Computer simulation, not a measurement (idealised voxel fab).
Process module in this document: voxel capacitor over wiring
For reference, the cross-section in this document is cut, with width 180 nm and square cells of 5 nm.
The cross-sections in this document take the form of a grid made of square cells. They are written out as bands, in order from top to bottom. Each band consists of one or more rows of cells.
Read a band's entry like this: the first values are the height of its top and the height of its bottom in nm, and what follows is the sequence of materials from left to right, each with its width in nm. Note that "air" is empty space, and that a single material marked "everywhere" reaches across the band from edge to edge.
Heights are reckoned from 0. Under this level, the received wafer is all of one material. The bottommost band is open-ended downward, for example "0 nm and below".
With a width like "30->40", each row of cells in the band differs from the next by the same amount, the top row carrying the first number and the bottom row the second.
A step reported as "nothing different" is a step in which no cell of the cross-section changed.
For the entry "Sealed voids", the listed items are empty spaces with no open way to the top whose size is 8 cells or more; each item follows the pattern width x height at distance, where distance is from the left edge and all three are in nm.
Note: text after step settings on the step line = simulator remark on that step.
"overlay nm", when on a step's line for a step with a mask, measures how far to the right of its planned place the mask lay; a negative measure means to the left.

### The planned process steps are enumerated hereunder
1,RECEIVE, material Si
2,CONFORMAL_DEP, material SiO2, thk nm 15
3,DIRECTIONAL_DEP, material TiN, thk nm 5
4,DIRECTIONAL_DEP, material Ru, thk nm 20
5,PATTERN, tone cover, mask id METAL_1, material resist, width nm 25, pitch nm 95, thk nm 20, overlay nm 0
6,DIRECTIONAL_ETCH, etch materials Ru, depth nm 20
7,DIRECTIONAL_ETCH, etch materials TiN, depth nm 5
8,STRIP, etch materials resist
9,CONFORMAL_DEP, material SiCN, thk nm 5
10,FILL_DEP, material lowk, thk nm 5
11,CMP, height nm 40
12,CONFORMAL_DEP, material SiCN, thk nm 5
13,DIRECTIONAL_DEP, material SiO2, thk nm 10
14,DIRECTIONAL_DEP, material aC, thk nm 15
15,PATTERN, tone open, mask id PLUG_1, material resist, width nm 15, thk nm 35, overlay nm 0
16,DIRECTIONAL_ETCH, etch materials aC, depth nm 15
17,STRIP, etch materials resist
18,DIRECTIONAL_ETCH, etch materials SiO2, depth nm 10
19,DIRECTIONAL_ETCH, etch materials SiCN, depth nm 5
20,STRIP, etch materials aC
21,EPI, material Ru, thk nm 10
22,EPI, material Ru, thk nm 5
23,DIRECTIONAL_DEP, material TiN, thk nm 5
24,DIRECTIONAL_DEP, material HfO2, thk nm 5
25,DIRECTIONAL_DEP, material TiN, thk nm 5
26,DIRECTIONAL_DEP, material aC, thk nm 15
27,PATTERN, tone cover, mask id UPPER_PLATE, material resist, width nm 75, thk nm 30, overlay nm 0
28,DIRECTIONAL_ETCH, etch materials aC, depth nm 15
29,STRIP, etch materials resist
30,DIRECTIONAL_ETCH, etch materials TiN, depth nm 5
31,DIRECTIONAL_ETCH, etch materials HfO2, depth nm 5
32,STRIP, etch materials aC
33,DIRECTIONAL_DEP, material aC, thk nm 15
34,PATTERN, tone cover, mask id LOWER_PLATE, material resist, width nm 85, thk nm 35, overlay nm 0
35,DIRECTIONAL_ETCH, etch materials aC, depth nm 15
36,STRIP, etch materials resist
37,DIRECTIONAL_ETCH, etch materials TiN, depth nm 5
38,STRIP, etch materials aC
39,FILL_DEP, material SiO2, thk nm 15
40,CMP, height nm 80
41,DIRECTIONAL_DEP, material aC, thk nm 10
42,PATTERN, tone open, mask id PLUG_2, material resist, width nm 15, thk nm 30, overlay nm 0
43,DIRECTIONAL_ETCH, etch materials aC, depth nm 10
44,STRIP, etch materials resist
45,DIRECTIONAL_ETCH, etch materials SiO2, depth nm 10
46,STRIP, etch materials aC
47,CONFORMAL_DEP, material TiN, thk nm 5
48,FILL_DEP, material W, thk nm 10
49,CMP, height nm 80
50,CONFORMAL_DEP, material SiCN, thk nm 5

### As-received wafer cross-section (after step 1)
0 nm and below | Si everywhere
Sealed voids: none

### Here's the cross-section of the first of our two wafers at the end of the module - it ran as planned
85 nm to 80 nm | SiCN everywhere
80 nm to 75 nm | 50 of SiO2, then 5 of TiN, then 5 of W, then 5 of TiN, then 115 of SiO2
75 nm to 65 nm | 50->40 of SiO2, then 15->75 of TiN, then 115->65 of SiO2
65 nm to 60 nm | 40 of SiO2, then 75 of HfO2, then 65 of SiO2
60 nm to 55 nm | 35 of SiO2, then 85 of TiN, then 60 of SiO2
55 nm to 45 nm | 40 of SiO2, then 15 of Ru, then 125 of SiO2
45 nm to 40 nm | 40 of SiCN, then 15 of Ru, then 125 of SiCN
40 nm to 20 nm | 25 of lowk, then 5 of SiCN, then 25 of Ru, then 5 of SiCN, then 60 of lowk, then 5 of SiCN, then 25 of Ru, then 5 of SiCN, then 25 of lowk
20 nm to 15 nm | 30 of SiCN, then 25 of TiN, then 70 of SiCN, then 25 of TiN, then 30 of SiCN
15 nm to 0 nm | SiO2 everywhere
0 nm and below | Si everywhere
Sealed voids: none

### Now the second wafer, cross-sectioned at the end of the module. Nothing different at the start, nothing different in the plan compared with the first, just one mistake when it was actually run
85 nm to 80 nm | SiCN everywhere
80 nm to 75 nm | 50 of SiO2, then 5 of TiN, then 5 of W, then 5 of TiN, then 115 of SiO2
75 nm to 65 nm | 50->40 of SiO2, then 15->75 of TiN, then 115->65 of SiO2
65 nm to 60 nm | 40 of SiO2, then 75 of HfO2, then 65 of SiO2
60 nm to 55 nm | 35 of SiO2, then 85 of TiN, then 60 of SiO2
55 nm to 45 nm | 40 of SiO2, then 15 of Ru, then 125 of SiO2
45 nm to 40 nm | 40 of SiCN, then 15 of Ru, then 125 of SiCN
40 nm to 35 nm | 30 of SiCN, then 25 of TiN, then 70 of SiCN, then 25 of TiN, then 30 of SiCN
35 nm to 15 nm | Ru everywhere
15 nm to 0 nm | SiO2 everywhere
0 nm and below | Si everywhere
Sealed voids: none
In executing the process, a mistake was made relative to the plan: step 3 ran in the slot meant for step 4, and vice versa
Bottom line after processing is that, in cells, the second wafer is up or down on some materials versus the first: 104 more of Ru | 16 fewer of SiCN | 88 fewer of lowk
